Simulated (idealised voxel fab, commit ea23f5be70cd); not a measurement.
process module | voxel quadruple lines
cross-section cut | 215 nm wide | cells 5 nm
A cross-section is a grid of square cells, given in bands from the top down. A band is one or more rows of cells.
Each band's line starts with the height of the band's top and of its bottom, in nm. Then come its materials from left to right, each with its width in nm. One material with "throughout" fills the band from edge to edge. "air" is empty space.
Height 0 is the level under which the wafer as received is all one material. The lowest band goes on downwards, as in "0 down".
A width such as "30 to 40" changes by the same amount from each row of cells to the next, from the band's top row to its bottom row.
"no change" after a step means that no cell of the cross-section changed.
closed voids: empty space of 8 cells or more with no open way to the top, each as width x height at its distance from the left edge, in nm
after a step's settings: what the simulator itself notes on the step
overlay nm, on a step with a mask: how far to the right of its planned place the mask lay; to the left if negative
plan
1 op RECEIVE | material Si
2 op CONFORMAL_DEP | material SiO2 | thk nm 10
3 op DIRECTIONAL_DEP | material Ru | thk nm 15
4 op DIRECTIONAL_DEP | material polySi | thk nm 20
5 op DIRECTIONAL_DEP | material aC | thk nm 25
6 op PATTERN | tone cover | mask id MANDREL | material resist | width nm 20 | pitch nm 60 | thk nm 35 | overlay nm 0
7 op DIRECTIONAL_ETCH | etch materials aC | depth nm 25
8 op STRIP | etch materials resist
9 op CONFORMAL_DEP | material SiO2 | thk nm 10
10 op DIRECTIONAL_ETCH | etch materials SiO2 | depth nm 10
11 op STRIP | etch materials aC
12 op DIRECTIONAL_ETCH | etch materials polySi | depth nm 20
13 op STRIP | etch materials SiO2
14 op CONFORMAL_DEP | material SiN | thk nm 5
15 op DIRECTIONAL_ETCH | etch materials SiN | depth nm 5
16 op STRIP | etch materials polySi
17 op DIRECTIONAL_ETCH | etch materials Ru | depth nm 15
18 op STRIP | etch materials SiN
as received, after step 1
  0 down: Si throughout
  closed voids: none
a wafer at the end: this start, this plan, one mistake
  15 to 0: air 50 | Ru 5 | air 10 | Ru 5 | air 10 | Ru 5 | air 10 | Ru 5 | air 10 | Ru 5 | air 10 | Ru 5 | air 10 | Ru 5 | air 10 | Ru 5 | air 55
  0 down: Si throughout
  closed voids: none
what went wrong: step 2 was left out
